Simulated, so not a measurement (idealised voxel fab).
process module | voxel gate over fins
cross-section cut | 210 nm wide | cells 5 nm
A cross-section is a grid of square cells, given in bands from the top down. A band is one or more rows of cells.
Each band's line starts with the height of the band's top and of its bottom, in nm. Then come its materials from left to right, each with its width in nm. One material with "throughout" fills the band from edge to edge. "air" is empty space.
Height 0 is the level under which the wafer as received is all one material. The lowest band goes on downwards, as in "0 down".
A width such as "30 to 40" changes by the same amount from each row of cells to the next, from the band's top row to its bottom row.
"no change" after a step means that no cell of the cross-section changed.
closed voids: empty space of 8 cells or more with no open way to the top, each as width x height at its distance from the left edge, in nm
after a step's settings: what the simulator itself notes on the step
overlay nm, on a step with a mask: how far to the right of its planned place the mask lay; to the left if negative
plan
1 op RECEIVE | material Si
2 op CONFORMAL_DEP | material SiN | thk nm 5
3 op MASKED_ETCH | tone cover | mask id FINS | width nm 15 | pitch nm 45 | etch materials SiN | depth nm 5 | overlay nm 0
4 op MASKED_ETCH | tone cover | mask id FINS | width nm 15 | pitch nm 45 | etch materials Si | depth nm 30 | overlay nm 0
5 op FILL_DEP | material SiO2 | thk nm 5
6 op CMP | height nm 5
7 op SELECTIVE_ETCH | etch materials SiO2 | depth nm 15
8 op STRIP | etch materials SiN
9 op CONFORMAL_DEP | material HfO2 | thk nm 5
10 op CONFORMAL_DEP | material TiN | thk nm 5
11 op FILL_DEP | material W | thk nm 10
12 op CMP | height nm 15
13 op CONFORMAL_DEP | material SiCN | thk nm 10
varied across the wafers: width nm of step 4. The plan shows the first wafer's value. All wafers start alike
first wafer as received, after step 1
  0 down: Si throughout
  closed voids: none
first wafer at the end, after step 13
  25 to 15: SiCN throughout
  15 to 10: W throughout
  10 to 5: W 20 | TiN 35 | W 10 | TiN 35 | W 10 | TiN 35 | W 10 | TiN 35 | W 20
  5 to 0: W 20 | TiN 5 | HfO2 25 | TiN 5 | W 10 | TiN 5 | HfO2 25 | TiN 5 | W 10 | TiN 5 | HfO2 25 | TiN 5 | W 10 | TiN 5 | HfO2 25 | TiN 5 | W 20
  0 to -5: TiN 25 | HfO2 5 | Si 15 | HfO2 5 | TiN 20 | HfO2 5 | Si 15 | HfO2 5 | TiN 20 | HfO2 5 | Si 15 | HfO2 5 | TiN 20 | HfO2 5 | Si 15 | HfO2 5 | TiN 25
  -5 to -10: HfO2 30 | Si 15 | HfO2 30 | Si 15 | HfO2 30 | Si 15 | HfO2 30 | Si 15 | HfO2 30
  -10 to -30: SiO2 30 | Si 15 | SiO2 30 | Si 15 | SiO2 30 | Si 15 | SiO2 30 | Si 15 | SiO2 30
  -30 down: Si throughout
  closed voids: none
last wafer at the end
  25 to 15: SiCN throughout
  15 to 10: W throughout
  10 to 5: W 15 | TiN 185 | W 10
  5 to 0: W 15 | TiN 5 | HfO2 40 | TiN 5 | HfO2 40 | TiN 5 | HfO2 40 | TiN 5 | HfO2 40 | TiN 5 | W 10
  0 to -5: TiN 20 | HfO2 5 | Si 30 | HfO2 5 | TiN 5 | HfO2 5 | Si 30 | HfO2 5 | TiN 5 | HfO2 5 | Si 30 | HfO2 5 | TiN 5 | HfO2 5 | Si 30 | HfO2 5 | TiN 15
  -5 to -10: HfO2 25 | Si 30 | HfO2 15 | Si 30 | HfO2 15 | Si 30 | HfO2 15 | Si 30 | HfO2 20
  -10 to -30: SiO2 25 | Si 30 | SiO2 15 | Si 30 | SiO2 15 | Si 30 | SiO2 15 | Si 30 | SiO2 20
  -30 down: Si throughout
  closed voids: none
each wafer at the end: cells of each material gained (+) or lost (-) since it was received, then its closed voids
width nm 15 | +58 HfO2 | -180 Si | +84 SiCN | +120 SiO2 | +58 TiN | +70 W | closed voids: none
width nm 20 | +58 HfO2 | -156 Si | +84 SiCN | +104 SiO2 | +58 TiN | +62 W | closed voids: none
width nm 25 | +58 HfO2 | -132 Si | +84 SiCN | +88 SiO2 | +58 TiN | +54 W | closed voids: none
width nm 30 | +58 HfO2 | -108 Si | +84 SiCN | +72 SiO2 | +52 TiN | +52 W | closed voids: none
